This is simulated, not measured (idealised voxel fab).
process module | voxel fin reveal
cross-section cut | 250 nm wide | cells 5 nm
A cross-section is a grid of square cells, given in bands from the top down. A band is one or more rows of cells.
Each band's line starts with the height of the band's top and of its bottom, in nm. Then come its materials from left to right, each with its width in nm. One material with "throughout" fills the band from edge to edge. "air" is empty space.
Height 0 is the level under which the wafer as received is all one material. The lowest band goes on downwards, as in "0 down".
A width such as "30 to 40" changes by the same amount from each row of cells to the next, from the band's top row to its bottom row.
"no change" after a step means that no cell of the cross-section changed.
closed voids: empty space of 8 cells or more with no open way to the top, each as width x height at its distance from the left edge, in nm
after a step's settings: what the simulator itself notes on the step
overlay nm, on a step with a mask: how far to the right of its planned place the mask lay; to the left if negative
plan
1 op RECEIVE | material Si
2 op CONFORMAL_DEP | material SiN | thk nm 5
3 op DIRECTIONAL_DEP | material aC | thk nm 15
4 op PATTERN | tone cover | mask id FINS | material resist | width nm 15 | pitch nm 35 | thk nm 35 | overlay nm 0
5 op DIRECTIONAL_ETCH | etch materials aC | depth nm 15
6 op STRIP | etch materials resist
7 op DIRECTIONAL_ETCH | etch materials SiN | depth nm 5
8 op DIRECTIONAL_ETCH | etch materials Si | depth nm 30
9 op STRIP | etch materials aC
10 op FILL_DEP | material SiO2 | thk nm 5
11 op CMP | height nm 5
12 op SELECTIVE_ETCH | etch materials SiO2 | depth nm 25
13 op STRIP | etch materials SiN
14 op CONFORMAL_DEP | material HfO2 | thk nm 5
as received, after step 1
  0 down: Si throughout
  closed voids: none
first wafer at the end, as planned
  5 to 0: air 60 | HfO2 25 | air 10 | HfO2 25 | air 10 | HfO2 25 | air 10 | HfO2 25 | air 60
  0 to -15: air 60 | HfO2 5 | Si 15 | HfO2 5 | air 10 | HfO2 5 | Si 15 | HfO2 5 | air 10 | HfO2 5 | Si 15 | HfO2 5 | air 10 | HfO2 5 | Si 15 | HfO2 5 | air 60
  -15 to -20: HfO2 65 | Si 15 | HfO2 20 | Si 15 | HfO2 20 | Si 15 | HfO2 20 | Si 15 | HfO2 65
  -20 to -30: SiO2 65 | Si 15 | SiO2 20 | Si 15 | SiO2 20 | Si 15 | SiO2 20 | Si 15 | SiO2 65
  -30 down: Si throughout
  closed voids: none
second wafer at the end: like start, like plan, one mistake
  5 to 0: HfO2 70 | air 5 | HfO2 30 | air 5 | HfO2 30 | air 5 | HfO2 30 | air 5 | HfO2 70
  0 to -15: Si 65 | HfO2 5 | air 5 | HfO2 5 | Si 20 | HfO2 5 | air 5 | HfO2 5 | Si 20 | HfO2 5 | air 5 | HfO2 5 | Si 20 | HfO2 5 | air 5 | HfO2 5 | Si 65
  -15 to -20: Si 65 | HfO2 15 | Si 20 | HfO2 15 | Si 20 | HfO2 15 | Si 20 | HfO2 15 | Si 65
  -20 to -30: Si 65 | SiO2 15 | Si 20 | SiO2 15 | Si 20 | SiO2 15 | Si 20 | SiO2 15 | Si 65
  -30 down: Si throughout
  closed voids: none
what went wrong: step 4 ran as: op PATTERN | tone open | mask id FINS | material resist | width nm 15 | pitch nm 35 | thk nm 35 | overlay nm 0
at the end the second wafer has, in cells: 156 more of Si | 52 fewer of SiO2
